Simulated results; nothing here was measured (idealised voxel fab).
process module | voxel self aligned vias
cross-section cut | 160 nm wide | cells 5 nm
A cross-section is a grid of square cells, given in bands from the top down. A band is one or more rows of cells.
Each band's line starts with the height of the band's top and of its bottom, in nm. Then come its materials from left to right, each with its width in nm. One material with "throughout" fills the band from edge to edge. "air" is empty space.
Height 0 is the level under which the wafer as received is all one material. The lowest band goes on downwards, as in "0 down".
A width such as "30 to 40" changes by the same amount from each row of cells to the next, from the band's top row to its bottom row.
"no change" after a step means that no cell of the cross-section changed.
closed voids: empty space of 8 cells or more with no open way to the top, each as width x height at its distance from the left edge, in nm
after a step's settings: what the simulator itself notes on the step
overlay nm, on a step with a mask: how far to the right of its planned place the mask lay; to the left if negative
plan
1 op RECEIVE | material Si
2 op CONFORMAL_DEP | material SiO2 | thk nm 15
3 op CONFORMAL_DEP | material SiCN | thk nm 5
4 op DIRECTIONAL_DEP | material SiO2 | thk nm 30
5 op DIRECTIONAL_DEP | material aC | thk nm 10
6 op PATTERN | tone open | mask id LINES | material resist | width nm 20 | pitch nm 55 | thk nm 25 | overlay nm 0
7 op DIRECTIONAL_ETCH | etch materials aC | depth nm 10
8 op STRIP | etch materials resist
9 op DIRECTIONAL_ETCH | etch materials SiO2 | depth nm 30
10 op STRIP | etch materials aC
11 op CONFORMAL_DEP | material TiN | thk nm 5
12 op FILL_DEP | material Ru | thk nm 10
13 op CMP | height nm 50
14 op SELECTIVE_ETCH | etch materials W Ru TiN | depth nm 10
15 op FILL_DEP | material SiN | thk nm 10
16 op CMP | height nm 50
17 op DIRECTIONAL_DEP | material SiO2 | thk nm 20
18 op PATTERN | tone open | mask id VIAS | material resist | width nm 30 | thk nm 20 | overlay nm 0
19 op DIRECTIONAL_ETCH | etch materials SiO2 | depth nm 20
20 op DIRECTIONAL_ETCH | etch materials SiN | depth nm 10
21 op STRIP | etch materials resist
22 op CONFORMAL_DEP | material TiN | thk nm 5
23 op FILL_DEP | material Cu | thk nm 5
24 op CMP | height nm 70
25 op CONFORMAL_DEP | material SiN | thk nm 5
as received, after step 1
  0 down: Si throughout
  closed voids: none
first wafer at the end, as planned
  75 to 70: SiN throughout
  70 to 55: SiO2 35 | TiN 5 | Cu 20 | TiN 5 | SiO2 95
  55 to 50: SiO2 35 | TiN 10 | Cu 10 | TiN 10 | SiO2 95
  50 to 45: SiO2 40 | TiN 5 | Cu 10 | TiN 5 | SiO2 35 | SiN 20 | SiO2 45
  45 to 40: SiO2 40 | TiN 20 | SiO2 35 | SiN 20 | SiO2 45
  40 to 25: SiO2 40 | TiN 5 | Ru 10 | TiN 5 | SiO2 35 | TiN 5 | Ru 10 | TiN 5 | SiO2 45
  25 to 20: SiO2 40 | TiN 20 | SiO2 35 | TiN 20 | SiO2 45
  20 to 15: SiCN throughout
  15 to 0: SiO2 throughout
  0 down: Si throughout
  closed voids: none
second wafer at the end: like start, like plan, one mistake
  75 to 70: SiN throughout
  70 to 55: SiO2 35 | TiN 5 | Cu 20 | TiN 5 | SiO2 95
  55 to 50: SiO2 35 | TiN 10 | Cu 10 | TiN 10 | SiO2 95
  50 to 45: SiO2 40 | TiN 5 | Cu 10 | TiN 5 | SiO2 35 | SiN 20 | SiO2 45
  45 to 40: SiO2 40 | TiN 20 | SiO2 35 | SiN 20 | SiO2 45
  40 to 25: SiO2 40 | TiN 5 | Ru 10 | TiN 5 | SiO2 35 | TiN 5 | Ru 10 | TiN 5 | SiO2 45
  25 to 20: SiO2 40 | TiN 20 | SiO2 35 | TiN 20 | SiO2 45
  20 to 5: SiO2 throughout
  5 to 0: SiCN throughout
  0 down: Si throughout
  closed voids: none
what went wrong: steps 2 and 3 were swapped
at the end the second wafer has, in cells: as many of each material as the first, in other places
